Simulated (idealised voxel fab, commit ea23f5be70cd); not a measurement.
process module | voxel wiring stack
cross-section cut | 165 nm wide | cells 5 nm
A cross-section is a grid of square cells, given in bands from the top down. A band is one or more rows of cells.
Each band's line starts with the height of the band's top and of its bottom, in nm. Then come its materials from left to right, each with its width in nm. One material with "throughout" fills the band from edge to edge. "air" is empty space.
Height 0 is the level under which the wafer as received is all one material. The lowest band goes on downwards, as in "0 down".
A width such as "30 to 40" changes by the same amount from each row of cells to the next, from the band's top row to its bottom row.
"no change" after a step means that no cell of the cross-section changed.
closed voids: empty space of 8 cells or more with no open way to the top, each as width x height at its distance from the left edge, in nm
after a step's settings: what the simulator itself notes on the step
overlay nm, on a step with a mask: how far to the right of its planned place the mask lay; to the left if negative
plan
1 op RECEIVE | material Si
2 op CONFORMAL_DEP | material SiO2 | thk nm 15
3 op CONFORMAL_DEP | material SiN | thk nm 5
4 op DIRECTIONAL_DEP | material lowk | thk nm 15
5 op PATTERN | tone open | mask id METAL_1 | material resist | width nm 30 | pitch nm 55 | thk nm 20 | overlay nm 0
6 op DIRECTIONAL_ETCH | etch materials lowk | depth nm 15
7 op DIRECTIONAL_ETCH | etch materials SiN | depth nm 5
8 op STRIP | etch materials resist
9 op CONFORMAL_DEP | material TiN | thk nm 5
10 op FILL_DEP | material W | thk nm 5
11 op CMP | height nm 35
12 op EPI | material Ru | thk nm 5
13 op FILL_DEP | material SiCN | thk nm 5
14 op DIRECTIONAL_DEP | material lowk | thk nm 30
15 op DIRECTIONAL_DEP | material aC | thk nm 15
16 op PATTERN | tone open | mask id METAL_2_HOLES | material resist | width nm 15 | thk nm 35 | overlay nm 0
17 op DIRECTIONAL_ETCH | etch materials aC | depth nm 15
18 op STRIP | etch materials resist
19 op DIRECTIONAL_ETCH | etch materials lowk | depth nm 30
20 op STRIP | etch materials aC
21 op DIRECTIONAL_DEP | material aC | thk nm 10
22 op PATTERN | tone open | mask id METAL_2 | material resist | width nm 30 | pitch nm 55 | thk nm 25 | overlay nm 0
23 op DIRECTIONAL_ETCH | etch materials aC | depth nm 10
24 op STRIP | etch materials resist
25 op DIRECTIONAL_ETCH | etch materials lowk | depth nm 20
26 op DIRECTIONAL_ETCH | etch materials SiCN | depth nm 5
27 op STRIP | etch materials aC
28 op CONFORMAL_DEP | material TiN | thk nm 5
29 op FILL_DEP | material Cu | thk nm 10
30 op CMP | height nm 75
31 op CONFORMAL_DEP | material SiN | thk nm 5
as received, after step 1
  0 down: Si throughout
  closed voids: none
first wafer at the end, as planned
  80 to 75: SiN throughout
  75 to 60: lowk 40 | TiN 5 | Cu 20 | TiN 5 | lowk 25 | TiN 5 | Cu 20 | TiN 5 | lowk 40
  60 to 55: lowk 40 | TiN 5 | Cu 5 | TiN 20 | lowk 25 | TiN 30 | lowk 40
  55 to 45: lowk 40 | TiN 5 | Cu 5 | TiN 5 | lowk 110
  45 to 40: SiCN 40 | TiN 15 | SiCN 110
  40 to 35: SiCN 35 | Ru 40 | SiCN 15 | Ru 40 | SiCN 35
  35 to 20: lowk 40 | TiN 5 | W 20 | TiN 5 | lowk 25 | TiN 5 | W 20 | TiN 5 | lowk 40
  20 to 15: SiN 40 | TiN 30 | SiN 25 | TiN 30 | SiN 40
  15 to 0: SiO2 throughout
  0 down: Si throughout
  closed voids: none
second wafer at the end: like start, like plan, one mistake
  80 to 75: SiN throughout
  75 to 70: SiCN 40 | TiN 30 | SiCN 25 | TiN 30 | SiCN 40
  70 to 65: SiCN 35 | lowk 40 | SiCN 15 | lowk 40 | SiCN 35
  65 to 40: lowk throughout
  40 to 35: lowk 35 | Ru 40 | lowk 15 | Ru 40 | lowk 35
  35 to 20: lowk 40 | TiN 5 | W 20 | TiN 5 | lowk 25 | TiN 5 | W 20 | TiN 5 | lowk 40
  20 to 15: SiN 40 | TiN 30 | SiN 25 | TiN 30 | SiN 40
  15 to 0: SiO2 throughout
  0 down: Si throughout
  closed voids: none
what went wrong: steps 13 and 14 were swapped
at the end the second wafer has, in cells: 27 fewer of Cu | 9 fewer of SiCN | 18 fewer of TiN | 54 more of lowk
